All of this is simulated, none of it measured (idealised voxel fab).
Process module, titled voxel wiring stack
295 nm wide, 5 nm square cells: that's cross-section cut.
We lay out every cross-section as a grid of square cells and spell it out in bands from the top down, where one band means one or more rows of cells. Basically the band line says how high the top is and how high the bottom is, in nm, and then what's in it from left to right, every material with its width in nm. Empty space shows up as "empty", and if a single material carries "full width" it runs the full band edge to edge. The reference from which all heights are counted is 0, the level beneath which the as-received wafer is entirely one material; the lowest band, having no lower bound, proceeds downward and is written after the example "0 down". Width spec "30..40" -> top row of cells at first value, bottom row at second value, equal per-row change in between. It should be understood that the words "everything unchanged", when stated for a given step, signify that the cross-section underwent no change in any of its cells during that step. Heads up: "Unvented cavities" only lists the empty pockets with no open path to the top that are 8 cells or more, and it writes them as width x height at distance, distance from the left edge, in nm. after a step's settings: what the simulator itself notes on the step. "overlay nm" on a masked step: distance the mask lay right of its planned place, negative for left.
-- Listed below are the process steps as planned
step 1: RECEIVE, material Si
step 2: CONFORMAL_DEP, material SiO2, thk nm 10
step 3: DIRECTIONAL_DEP, material TiN, thk nm 5
step 4: DIRECTIONAL_DEP, material Ru, thk nm 20
step 5: PATTERN, tone cover, mask id METAL_1, material resist, width nm 30, pitch nm 50, thk nm 15, overlay nm 0
step 6: DIRECTIONAL_ETCH, etch materials Ru, depth nm 20
step 7: DIRECTIONAL_ETCH, etch materials TiN, depth nm 5
step 8: STRIP, etch materials resist
step 9: FILL_DEP, material lowk, thk nm 10
step 10: CMP, height nm 35
step 11: CONFORMAL_DEP, material SiCN, thk nm 5
step 12: DIRECTIONAL_DEP, material lowk, thk nm 20
step 13: PATTERN, tone open, mask id PLUG_1, material resist, width nm 15, pitch nm 50, thk nm 20, overlay nm 0
step 14: DIRECTIONAL_ETCH, etch materials lowk, depth nm 20
step 15: DIRECTIONAL_ETCH, etch materials SiCN, depth nm 5
step 16: STRIP, etch materials resist
step 17: EPI, material Ru, thk nm 10
step 18: EPI, material Ru, thk nm 10
step 19: EPI, material Ru, thk nm 5
step 20: DIRECTIONAL_DEP, material TiN, thk nm 5
step 21: DIRECTIONAL_DEP, material W, thk nm 20
step 22: MASKED_ETCH, tone cover, mask id METAL_2, width nm 30, pitch nm 50, etch materials W, depth nm 20, overlay nm 0
step 23: MASKED_ETCH, tone cover, mask id METAL_2, width nm 30, pitch nm 50, etch materials TiN, depth nm 5, overlay nm 0
step 24: CONFORMAL_DEP, material SiN, thk nm 5
step 25: FILL_DEP, material SiO2, thk nm 10
step 26: CMP, height nm 85
step 27: CONFORMAL_DEP, material SiCN, thk nm 5
-- Cross-sectional view of the wafer in its as-received condition, corresponding to the state after step 1
0 down = Si full width
Unvented cavities: none
-- Wafer at module end, in section. Began as above, planned as above, run with one mistake
90 to 85 = SiCN full width
85 to 70 = SiO2: 70, SiN: 5, W: 30, SiN: 5, SiO2: 10, SiN: 5, W: 30, SiN: 5, SiO2: 10, SiN: 5, W: 30, SiN: 5, SiO2: 85
70 to 65 = SiO2: 70, SiN: 5, W: 30, SiN: 10, SiO2: 5, SiN: 5, W: 30, SiN: 10, SiO2: 5, SiN: 5, W: 30, SiN: 10, SiO2: 80
65 to 60 = SiN: 75, TiN: 35, SiN: 15, TiN: 35, SiN: 15, TiN: 35, SiN: 85
60 to 40 = lowk: 80, Ru: 15, lowk: 35, Ru: 15, lowk: 35, Ru: 15, lowk: 100
40 to 35 = SiCN: 80, Ru: 15, SiCN: 35, Ru: 15, SiCN: 35, Ru: 15, SiCN: 100
35 to 15 = lowk: 80, Ru: 30, lowk: 20, Ru: 30, lowk: 20, Ru: 30, lowk: 85
15 to 10 = lowk: 80, TiN: 30, lowk: 20, TiN: 30, lowk: 20, TiN: 30, lowk: 85
10 to 0 = SiO2 full width
0 down = Si full width
Unvented cavities: none
So what did we get wrong on this run? step 22 was run on a setting that differed from the plan, and what really ran there is MASKED_ETCH, tone cover, mask id METAL_2, width nm 30, pitch nm 50, etch materials W, depth nm 20, overlay nm -5
